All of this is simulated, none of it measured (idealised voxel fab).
process module | voxel ribs on slabs
cross-section cut | 190 nm wide | cells 5 nm
A cross-section is a grid of square cells, given in bands from the top down. A band is one or more rows of cells.
Each band's line starts with the height of the band's top and of its bottom, in nm. Then come its materials from left to right, each with its width in nm. One material with "throughout" fills the band from edge to edge. "air" is empty space.
Height 0 is the level under which the wafer as received is all one material. The lowest band goes on downwards, as in "0 down".
A width such as "30 to 40" changes by the same amount from each row of cells to the next, from the band's top row to its bottom row.
"no change" after a step means that no cell of the cross-section changed.
closed voids: empty space of 8 cells or more with no open way to the top, each as width x height at its distance from the left edge, in nm
after a step's settings: what the simulator itself notes on the step
overlay nm, on a step with a mask: how far to the right of its planned place the mask lay; to the left if negative
plan
1 op RECEIVE | material Si
2 op DIRECTIONAL_DEP | material SiO2 | thk nm 30
3 op DIRECTIONAL_DEP | material polySi | thk nm 15
4 op MASKED_ETCH | tone cover | mask id RIB | width nm 25 | etch materials polySi | depth nm 10 | overlay nm 0
5 op MASKED_ETCH | tone cover | mask id SLAB | width nm 55 | etch materials polySi | depth nm 5 | overlay nm 0
6 op FILL_DEP | material SiO2 | thk nm 15
7 op CMP | height nm 55
8 op DIRECTIONAL_DEP | material TiN | thk nm 10
9 op PATTERN | tone cover | mask id HEATER | material resist | width nm 35 | thk nm 15 | overlay nm 0
10 op DIRECTIONAL_ETCH | etch materials TiN | depth nm 10
11 op STRIP | etch materials resist
12 op CONFORMAL_DEP | material SiN | thk nm 10
varied across the wafers: width nm of step 5. The plan shows the first wafer's value. All wafers start alike
first wafer as received, after step 1
  0 down: Si throughout
  closed voids: none
each wafer at the end: cells of each material gained (+) or lost (-) since it was received, then its closed voids
width nm 55 | +84 SiN | +397 SiO2 | +14 TiN | +21 polySi | closed voids: none
width nm 60 | +84 SiN | +396 SiO2 | +14 TiN | +22 polySi | closed voids: none
width nm 65 | +84 SiN | +395 SiO2 | +14 TiN | +23 polySi | closed voids: none
width nm 70 | +84 SiN | +394 SiO2 | +14 TiN | +24 polySi | closed voids: none
width nm 75 | +84 SiN | +393 SiO2 | +14 TiN | +25 polySi | closed voids: none
width nm 80 | +84 SiN | +392 SiO2 | +14 TiN | +26 polySi | closed voids: none
